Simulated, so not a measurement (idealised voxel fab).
You're looking at the process module voxel self aligned vias.
We display cut, a cross-section 225 nm in width whose square cells are each 5 nm.
Think of the cross-section as a grid of square cells. We describe it in bands, top to bottom, and each band covers one or more rows of those cells.
Band entry format. Leading values: height of top, height of bottom, nm. Remainder: materials in left-to-right order, each with its width in nm. Special words: "everywhere" on a single material, which then fills the band edge to edge; "blank", empty space.
Counting heights begins at 0, where everything beneath is, in the wafer as received, one material. The lowest band has no bottom; it goes on downwards, as "top 0, no bottom" shows.
Per-row width for "30..40": begins at first number (top row of band), ends at second number (bottom row), increment between rows held constant.
It should be understood that the words "same as before", when stated for a given step, signify that the cross-section underwent no change in any of its cells during that step.
Closed-off voids of 8+ cells (no open route to the top) go in "Sealed void listing", written width x height at distance from the left edge, in nm.
Step line, after settings: the simulator's comment on this step.
If you see "overlay nm" on a step's line and that step has a mask, it's telling you how far right of where it was planned the mask ended up; a negative number means it went left instead.
plan
1. op RECEIVE | material Si
2. op CONFORMAL_DEP | material SiO2 | thk nm 15
3. op CONFORMAL_DEP | material SiCN | thk nm 5
4. op DIRECTIONAL_DEP | material SiO2 | thk nm 25
5. op DIRECTIONAL_DEP | material aC | thk nm 10
6. op PATTERN | tone open | mask id LINES | material resist | width nm 30 | pitch nm 55 | thk nm 25 | overlay nm 0
7. op DIRECTIONAL_ETCH | etch materials aC | depth nm 10
8. op STRIP | etch materials resist
9. op DIRECTIONAL_ETCH | etch materials SiO2 | depth nm 25
10. op STRIP | etch materials aC
11. op CONFORMAL_DEP | material TiN | thk nm 5
12. op FILL_DEP | material Ru | thk nm 10
13. op CMP | height nm 45
14. op SELECTIVE_ETCH | etch materials W Ru TiN | depth nm 10
15. op FILL_DEP | material SiN | thk nm 10
16. op CMP | height nm 45
17. op DIRECTIONAL_DEP | material SiO2 | thk nm 15
18. op DIRECTIONAL_DEP | material aC | thk nm 15
19. op PATTERN | tone open | mask id VIAS | material resist | width nm 40 | thk nm 35 | overlay nm 0
20. op DIRECTIONAL_ETCH | etch materials aC | depth nm 15
21. op STRIP | etch materials resist
22. op DIRECTIONAL_ETCH | etch materials SiO2 | depth nm 15
23. op DIRECTIONAL_ETCH | etch materials SiN | depth nm 10
24. op STRIP | etch materials aC
25. op CONFORMAL_DEP | material TiN | thk nm 5
26. op FILL_DEP | material Ru | thk nm 10
27. op CMP | height nm 60
28. op CONFORMAL_DEP | material SiN | thk nm 5
Wafer cross-section on receipt, i.e. after step 1
	top 0, no bottom | Si everywhere
	Sealed void listing: none
The cross-section shown corresponds to the wafer at the conclusion of the module. The initial structure and the process plan are those presented above; however, one mistake occurred in executing the plan
	top 65, bottom 60 | SiN everywhere
	top 60, bottom 45 | 65 SiO2; 5 TiN; 30 Ru; 5 TiN; 120 SiO2
	top 45, bottom 40 | 65 SiN; 10 TiN; 20 Ru; 10 TiN; 120 SiN
	top 40, bottom 35 | 70 SiO2; 30 TiN; 25 SiO2; 30 SiN; 70 SiO2
	top 35, bottom 20 | 70 SiO2; 5 TiN; 20 Ru; 5 TiN; 25 SiO2; 5 TiN; 20 Ru; 5 TiN; 70 SiO2
	top 20, bottom 15 | 70 SiO2; 30 TiN; 25 SiO2; 30 TiN; 70 SiO2
	top 15, bottom 0 | SiO2 everywhere
	top 0, no bottom | Si everywhere
	Sealed void listing: none
Plan not followed: step 3 was left out
